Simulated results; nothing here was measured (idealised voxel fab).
The following is a process module called voxel spacer lines.
Shown is cross-section cut, with a width of 165 nm and square cells of size 5 nm.
The cross-sections in this document take the form of a grid made of square cells. They are written out as bands, in order from top to bottom. Each band consists of one or more rows of cells.
Band: top height; bottom height; in nm. Then, left to right: material with width in nm, for each material. "throughout": a single material spanning edge to edge. "empty": empty space.
The level at which height equals 0 is the one under which the wafer, as it arrives, is entirely one material. No lower edge exists for the bottom band, which continues downward and is notated as in "z 0 and below".
A two-number width, for instance "30 to 40", indicates that the width is equal to the first number in the top row of the band and to the second number in the bottom row, and that it changes by a constant amount per row of cells.
It should be understood that the words "left unchanged", when stated for a given step, signify that the cross-section underwent no change in any of its cells during that step.
"Trapped voids" specifies each empty space that is not open to the top and that occupies no fewer than 8 cells, using the form width x height at distance, the distance measured from the left edge and all three quantities in nm.
On a step's line, text after the settings is the simulator commenting on that step.
overlay nm: for a step with a mask, the amount by which the mask lay right of where it was planned; a negative amount means left of it.

Process steps foreseen in the plan
step 1: RECEIVE [material Si]
step 2: CONFORMAL_DEP [material Al2O3] [thk nm 5]
step 3: DIRECTIONAL_DEP [material polySi] [thk nm 20]
step 4: DIRECTIONAL_DEP [material aC] [thk nm 30]
step 5: PATTERN [tone cover] [mask id MANDREL] [material resist] [width nm 20] [pitch nm 70] [thk nm 35] [overlay nm 0]
step 6: DIRECTIONAL_ETCH [etch materials aC] [depth nm 30]
step 7: STRIP [etch materials resist]
step 8: CONFORMAL_DEP [material SiO2] [thk nm 15]
step 9: DIRECTIONAL_ETCH [etch materials SiO2] [depth nm 15]
step 10: STRIP [etch materials aC]
step 11: DIRECTIONAL_ETCH [etch materials polySi] [depth nm 20]
step 12: STRIP [etch materials SiO2]

first wafer, as planned

This is the cross-section of the wafer as we received it, i.e. after step 1
    z 0 and below: Si throughout
    Trapped voids: none

Sectional view: wafer, after step 2
    z 5 to 0: Al2O3 throughout
    Whatever lies below 0 is exactly as it was before.

Sectional view: wafer, after step 3
    z 25 to 5: polySi throughout
    Whatever lies below 5 is exactly as it was before.

Sectional view: wafer, after step 4
    z 55 to 25: aC throughout
    Whatever lies below 25 is exactly as it was before.

Sectional view: wafer, after step 5
    z 90 to 55: 35 of empty / 20 of resist / 50 of empty / 20 of resist / 40 of empty
    Whatever lies below 55 is exactly as it was before.

Sectional view: wafer, after step 6
    z 60 to 55: 35 of empty / 20 of resist / 50 of empty / 20 of resist / 40 of empty
    z 55 to 25: 35 of empty / 20 of aC / 50 of empty / 20 of aC / 40 of empty
    Whatever lies below 25 is exactly as it was before.

Sectional view: wafer, after step 7
    z 55 to 25: 35 of empty / 20 of aC / 50 of empty / 20 of aC / 40 of empty
    Whatever lies below 25 is exactly as it was before.

Sectional view: wafer, after step 8
    z 70 to 55: 20 of empty / 50 of SiO2 / 20 of empty / 50 of SiO2 / 25 of empty
    z 55 to 40: 20 of empty / 15 of SiO2 / 20 of aC / 15 of SiO2 / 20 of empty / 15 of SiO2 / 20 of aC / 15 of SiO2 / 25 of empty
    z 40 to 25: 35 of SiO2 / 20 of aC / 50 of SiO2 / 20 of aC / 40 of SiO2
    Whatever lies below 25 is exactly as it was before.

Sectional view: wafer, after step 9
    z 55 to 25: 20 of empty / 15 of SiO2 / 20 of aC / 15 of SiO2 / 20 of empty / 15 of SiO2 / 20 of aC / 15 of SiO2 / 25 of empty
    Whatever lies below 25 is exactly as it was before.

Sectional view: wafer, after step 10
    z 55 to 25: 20 of empty / 15 of SiO2 / 20 of empty / 15 of SiO2 / 20 of empty / 15 of SiO2 / 20 of empty / 15 of SiO2 / 25 of empty
    Whatever lies below 25 is exactly as it was before.

Sectional view: wafer, after step 11
    z 55 to 25: 20 of empty / 15 of SiO2 / 20 of empty / 15 of SiO2 / 20 of empty / 15 of SiO2 / 20 of empty / 15 of SiO2 / 25 of empty
    z 25 to 5: 20 of empty / 15 of polySi / 20 of empty / 15 of polySi / 20 of empty / 15 of polySi / 20 of empty / 15 of polySi / 25 of empty
    Whatever lies below 5 is exactly as it was before.

Sectional view: wafer, after step 12
    z 25 to 5: 20 of empty / 15 of polySi / 20 of empty / 15 of polySi / 20 of empty / 15 of polySi / 20 of empty / 15 of polySi / 25 of empty
    Whatever lies below 5 is exactly as it was before.

Wafer two of the pair: same origin, same plan, one error during the run; identical to wafer one up to and including step 2

when step 3 should have ended
    z 35 to 5: aC throughout
    Whatever lies below 5 is exactly as it was before.

when step 4 should have ended
    z 55 to 35: polySi throughout
    Whatever lies below 35 is exactly as it was before.

when step 5 should have ended
    z 90 to 55: 35 of empty / 20 of resist / 50 of empty / 20 of resist / 40 of empty
    Whatever lies below 55 is exactly as it was before.

when step 6 should have ended
    z 60 to 55: 35 of empty / 20 of resist / 50 of empty / 20 of resist / 40 of empty
    Whatever lies below 55 is exactly as it was before.

when step 7 should have ended
    z 55 to 35: polySi throughout
    Whatever lies below 35 is exactly as it was before.

when step 8 should have ended
    z 70 to 55: SiO2 throughout
    Whatever lies below 55 is exactly as it was before.

when step 9 should have ended
    z 55 to 35: polySi throughout
    Whatever lies below 35 is exactly as it was before.

when step 10 should have ended: left unchanged

when step 11 should have ended
    z 35 to 5: aC throughout
    Whatever lies below 5 is exactly as it was before.

when step 12 should have ended: left unchanged
Misprocessing identified: plan vs actual: 3 and 4 interchanged
Final cells, second wafer relative to first, materials higher or lower: aC +198, polySi -48
